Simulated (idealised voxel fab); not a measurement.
Process module heading - voxel gate over fins
The figure presents cross-section cut, which has a width of 300 nm and is divided into square cells with an edge length of 5 nm.
Cross-section = grid of square cells, listed top down in bands; band = one or more rows.
Band: top and bottom heights (nm) first, top before bottom; then materials from left to right, widths in nm. "edge to edge" marks a sole material filling the band edge to edge. "air" denotes empty space.
Heights are expressed relative to 0, this being the level below which the as-received wafer comprises one material exclusively. The lowest band is unbounded in the downward direction and is denoted as in "0 -> down".
A width given as "30->40" starts at the first number in the band's top row and ends at the second number in its bottom row, shifting by an equal amount at every step from row to row.
You'll sometimes find "same as before" written for a step, and that's the way of saying that nowhere in the cross-section did a cell change during that step.
What "Closed void roster" gives you is every empty space of 8 cells or more that is cut off from the top. Each appears as width x height at distance, with the distance taken from the left edge and width, height and distance all in nm.
On a step's line, text after the settings is the simulator commenting on that step.
overlay nm: mask right of planned place by this much (step with mask). Neg. = left.
## The process steps that were planned are listed below
step 1: RECEIVE, material Si
step 2: CONFORMAL_DEP, material SiN, thk nm 5
step 3: DIRECTIONAL_DEP, material aC, thk nm 10
step 4: PATTERN, tone cover, mask id FINS, material resist, width nm 15, pitch nm 40, thk nm 30, overlay nm 0
step 5: DIRECTIONAL_ETCH, etch materials aC, depth nm 10
step 6: STRIP, etch materials resist
step 7: DIRECTIONAL_ETCH, etch materials SiN, depth nm 5
step 8: DIRECTIONAL_ETCH, etch materials Si, depth nm 30
step 9: STRIP, etch materials aC
step 10: OXIDIZE, depth nm 5
step 11: FILL_DEP, material SiO2, thk nm 10
step 12: CMP, height nm 5
step 13: SELECTIVE_ETCH, etch materials SiO2, depth nm 20
step 14: STRIP, etch materials SiN
step 15: CONFORMAL_DEP, material HfO2, thk nm 5
step 16: CONFORMAL_DEP, material TiN, thk nm 5
step 17: CONFORMAL_DEP, material TiAl, thk nm 5
step 18: CONFORMAL_DEP, material TiN, thk nm 5
step 19: FILL_DEP, material W, thk nm 15
step 20: CMP, height nm 30
step 21: CONFORMAL_DEP, material SiCN, thk nm 5
## Incoming wafer in cross-section (state: after step 1)
* 0 -> down: Si edge to edge
* Closed void roster: none
## First of two wafers at the end of the module, shown in cross-section; run carried out as planned
* 35 -> 30: SiCN edge to edge
* 30 -> 20: W edge to edge
* 20 -> 15: W 85; TiN 125; W 90
* 15 -> 10: W 85; TiN 5; TiAl 35; TiN 5; TiAl 35; TiN 5; TiAl 35; TiN 5; W 90
* 10 -> 5: W 85; TiN 5; TiAl 5; TiN 25; TiAl 5; TiN 5; TiAl 5; TiN 25; TiAl 5; TiN 5; TiAl 5; TiN 25; TiAl 5; TiN 5; W 90
* 5 -> 0: TiN 90; TiAl 5; TiN 5; HfO2 15; TiN 5; TiAl 5; TiN 5; TiAl 5; TiN 5; HfO2 15; TiN 5; TiAl 5; TiN 5; TiAl 5; TiN 5; HfO2 15; TiN 5; TiAl 5; TiN 95
* 0 -> -5: TiAl 95; TiN 5; HfO2 5; Si 5; HfO2 5; TiN 5; TiAl 15; TiN 5; HfO2 5; Si 5; HfO2 5; TiN 5; TiAl 15; TiN 5; HfO2 5; Si 5; HfO2 5; TiN 5; TiAl 100
* -5 -> -10: TiN 100; HfO2 5; Si 5; HfO2 5; TiN 25; HfO2 5; Si 5; HfO2 5; TiN 25; HfO2 5; Si 5; HfO2 5; TiN 105
* -10 -> -15: HfO2 105; Si 5; HfO2 35; Si 5; HfO2 35; Si 5; HfO2 110
* -15 -> -35: SiO2 105; Si 5; SiO2 35; Si 5; SiO2 35; Si 5; SiO2 110
* -35 -> down: Si edge to edge
* Closed void roster: none
## Cross-section of the latter of the two wafers at module completion. It had an identical start and an identical plan to the former; in running it, one mistake was made
* 35 -> 30: SiCN edge to edge
* 30 -> 20: W edge to edge
* 20 -> 15: TiN edge to edge
* 15 -> 10: TiAl edge to edge
* 10 -> 5: TiN 105; TiAl 5; TiN 35; TiAl 5; TiN 35; TiAl 5; TiN 110
* 5 -> 0: HfO2 100; TiN 5; TiAl 5; TiN 5; HfO2 25; TiN 5; TiAl 5; TiN 5; HfO2 25; TiN 5; TiAl 5; TiN 5; HfO2 105
* 0 -> -5: Si 95; HfO2 5; TiN 5; TiAl 5; TiN 5; HfO2 5; Si 15; HfO2 5; TiN 5; TiAl 5; TiN 5; HfO2 5; Si 15; HfO2 5; TiN 5; TiAl 5; TiN 5; HfO2 5; Si 100
* -5 -> -10: Si 95; HfO2 5; TiN 15; HfO2 5; Si 15; HfO2 5; TiN 15; HfO2 5; Si 15; HfO2 5; TiN 15; HfO2 5; Si 100
* -10 -> -15: Si 95; HfO2 25; Si 15; HfO2 25; Si 15; HfO2 25; Si 100
* -15 -> -35: Si 95; SiO2 25; Si 15; SiO2 25; Si 15; SiO2 25; Si 100
* -35 -> down: Si edge to edge
* Closed void roster: none
What broke from the plan during processing? step 4 did not use the planned setting and instead ran as PATTERN, tone open, mask id FINS, material resist, width nm 15, pitch nm 40, thk nm 30, overlay nm 0
Once processing is complete, comparing cell counts shows that the second wafer has more or fewer of certain materials than the first: Si: 294 more | SiO2: 168 fewer | TiAl: 9 fewer | TiN: 12 fewer | W: 105 fewer
